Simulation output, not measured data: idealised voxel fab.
The name of this process module is voxel capacitor over wiring.
Section cut is 215 nm wide and gridded with 5 nm square cells.
Cross-section layout: square cells on a grid; listed as bands, top to bottom; a band spans one or more cell rows. It is stipulated that each band's entry specify, in nanometres, the height of the top of the band and then that of its bottom, followed by the materials of the band in left-to-right sequence, each together with its width in nanometres. A single material marked by the word "all across" is understood to fill the band from edge to edge; the word "air" is understood to denote empty space. We count height from 0. Below that, the starting wafer is all one material. The lowest band never ends at the bottom but goes on down; see "0 -> down" for how that is written. It should be noted that a width expressed as "30..40" varies in equal increments from row to row of cells within the band, taking the value of the first number at the top row and that of the second number at the bottom row. "nothing changed" -> step changed no cross-section cell. "Unvented cavities" - sealed voids, min. 8 cells, no opening to top; format: width x height at distance (distance from left edge; nm throughout). Whatever follows a step's settings on its line is a remark the simulator itself makes about that step. A step's line can hold "overlay nm"; with a mask on that step, the setting says how far right of the planned place the mask lay, while a negative setting says it lay to the left.
[This section lists the process steps that were planned]
1: RECEIVE with material Si
2: CONFORMAL_DEP with material SiO2, thk nm 10
3: DIRECTIONAL_DEP with material TiN, thk nm 5
4: DIRECTIONAL_DEP with material W, thk nm 15
5: PATTERN with tone cover, mask id METAL_1, material resist, width nm 25, pitch nm 95, thk nm 20, overlay nm 0
6: DIRECTIONAL_ETCH with etch materials W, depth nm 15
7: DIRECTIONAL_ETCH with etch materials TiN, depth nm 5
8: STRIP with etch materials resist
9: CONFORMAL_DEP with material SiN, thk nm 5
10: FILL_DEP with material lowk, thk nm 5
11: CMP with height nm 30
12: CONFORMAL_DEP with material SiCN, thk nm 5
13: DIRECTIONAL_DEP with material lowk, thk nm 10
14: PATTERN with tone open, mask id PLUG_1, material resist, width nm 15, thk nm 20, overlay nm 0
15: DIRECTIONAL_ETCH with etch materials lowk, depth nm 10
16: DIRECTIONAL_ETCH with etch materials SiCN, depth nm 5
17: STRIP with etch materials resist
18: CONFORMAL_DEP with material TiN, thk nm 5
19: FILL_DEP with material Ru, thk nm 10
20: CMP with height nm 45
21: DIRECTIONAL_DEP with material TiN, thk nm 10
22: DIRECTIONAL_DEP with material SiN, thk nm 5
23: DIRECTIONAL_DEP with material TiN, thk nm 5
24: MASKED_ETCH with tone cover, mask id UPPER_PLATE, width nm 75, etch materials TiN, depth nm 5, overlay nm 0
25: MASKED_ETCH with tone cover, mask id UPPER_PLATE, width nm 75, etch materials SiN, depth nm 5, overlay nm 0
26: DIRECTIONAL_DEP with material aC, thk nm 10
27: PATTERN with tone cover, mask id LOWER_PLATE, material resist, width nm 85, thk nm 30, overlay nm 0
28: DIRECTIONAL_ETCH with etch materials aC, depth nm 10
29: STRIP with etch materials resist
30: DIRECTIONAL_ETCH with etch materials TiN, depth nm 10
31: STRIP with etch materials aC
32: FILL_DEP with material SiO2, thk nm 15
33: CMP with height nm 75
34: PATTERN with tone open, mask id PLUG_2, material resist, width nm 15, thk nm 20, overlay nm 0
35: DIRECTIONAL_ETCH with etch materials SiO2, depth nm 10
36: STRIP with etch materials resist
37: CONFORMAL_DEP with material TiN, thk nm 5
38: FILL_DEP with material Ru, thk nm 5
39: CMP with height nm 75
40: CONFORMAL_DEP with material SiCN, thk nm 5
[Incoming wafer in cross-section (state: after step 1)]
> 0 -> down: Si all across
> Unvented cavities: none
[This is how the wafer looks in cross-section once the module is done, given the starting state and plan above and one mistake in carrying the plan out]
> 80 -> 75: SiCN all across
> 75 -> 70: SiO2 55; SiN 75; SiO2 85
> 70 -> 60: SiO2 50; TiN 85; SiO2 80
> 60 -> 50: Ru all across
> 50 -> 45: TiN 60; Ru 5; TiN 150
> 45 -> 35: lowk 55; TiN 5; Ru 5; TiN 5; lowk 145
> 35 -> 30: SiCN 55; TiN 15; SiCN 145
> 30 -> 15: lowk 40; SiN 5; W 25; SiN 5; lowk 60; SiN 5; W 25; SiN 5; lowk 45
> 15 -> 10: SiN 45; TiN 25; SiN 70; TiN 25; SiN 50
> 10 -> 0: SiO2 all across
> 0 -> down: Si all across
> Unvented cavities: none
What was the processing mistake? step 20 was dropped from the plan's execution and never run
